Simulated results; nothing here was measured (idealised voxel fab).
process module | voxel gate over fins
cross-section cut | 185 nm wide | cells 5 nm
A cross-section is a grid of square cells, given in bands from the top down. A band is one or more rows of cells.
Each band's line starts with the height of the band's top and of its bottom, in nm. Then come its materials from left to right, each with its width in nm. One material with "throughout" fills the band from edge to edge. "air" is empty space.
Height 0 is the level under which the wafer as received is all one material. The lowest band goes on downwards, as in "0 down".
A width such as "30 to 40" changes by the same amount from each row of cells to the next, from the band's top row to its bottom row.
"no change" after a step means that no cell of the cross-section changed.
closed voids: empty space of 8 cells or more with no open way to the top, each as width x height at its distance from the left edge, in nm
after a step's settings: what the simulator itself notes on the step
overlay nm, on a step with a mask: how far to the right of its planned place the mask lay; to the left if negative
plan
1 op RECEIVE | material Si
2 op CONFORMAL_DEP | material SiN | thk nm 5
3 op DIRECTIONAL_DEP | material aC | thk nm 15
4 op PATTERN | tone cover | mask id FINS | material resist | width nm 15 | pitch nm 35 | thk nm 30 | overlay nm 0
5 op DIRECTIONAL_ETCH | etch materials aC | depth nm 15
6 op STRIP | etch materials resist
7 op DIRECTIONAL_ETCH | etch materials SiN | depth nm 5
8 op DIRECTIONAL_ETCH | etch materials Si | depth nm 30
9 op STRIP | etch materials aC
10 op OXIDIZE | depth nm 5
11 op FILL_DEP | material SiO2 | thk nm 15
12 op CMP | height nm 5
13 op SELECTIVE_ETCH | etch materials SiO2 | depth nm 15
14 op STRIP | etch materials SiN
15 op CONFORMAL_DEP | material HfO2 | thk nm 5
16 op CONFORMAL_DEP | material TiN | thk nm 5
17 op CONFORMAL_DEP | material TiAl | thk nm 5
18 op CONFORMAL_DEP | material TiN | thk nm 5
19 op FILL_DEP | material W | thk nm 10
20 op CMP | height nm 25
21 op CONFORMAL_DEP | material SiCN | thk nm 5
as received, after step 1
  0 down: Si throughout
  closed voids: none
a wafer at the end: this start, this plan, one mistake
  30 to 25: SiCN throughout
  25 to 20: W throughout
  20 to 15: W 10 | TiN 150 | W 25
  15 to 10: W 10 | TiN 5 | TiAl 140 | TiN 5 | W 25
  10 to 5: TiN 15 | TiAl 5 | TiN 25 | TiAl 10 | TiN 25 | TiAl 10 | TiN 25 | TiAl 10 | TiN 25 | TiAl 5 | TiN 30
  5 to 0: TiAl 20 | TiN 5 | HfO2 15 | TiN 5 | TiAl 10 | TiN 5 | HfO2 15 | TiN 5 | TiAl 10 | TiN 5 | HfO2 15 | TiN 5 | TiAl 10 | TiN 5 | HfO2 15 | TiN 5 | TiAl 35
  0 to -5: TiN 25 | HfO2 5 | Si 5 | HfO2 5 | TiN 20 | HfO2 5 | Si 5 | HfO2 5 | TiN 20 | HfO2 5 | Si 5 | HfO2 5 | TiN 20 | HfO2 5 | Si 5 | HfO2 5 | TiN 40
  -5 to -10: HfO2 30 | Si 5 | HfO2 30 | Si 5 | HfO2 30 | Si 5 | HfO2 30 | Si 5 | HfO2 45
  -10 to -35: SiO2 30 | Si 5 | SiO2 30 | Si 5 | SiO2 30 | Si 5 | SiO2 30 | Si 5 | SiO2 45
  -35 down: Si throughout
  closed voids: none
what went wrong: step 4 ran as: op PATTERN | tone cover | mask id FINS | material resist | width nm 15 | pitch nm 35 | thk nm 30 | overlay nm -5
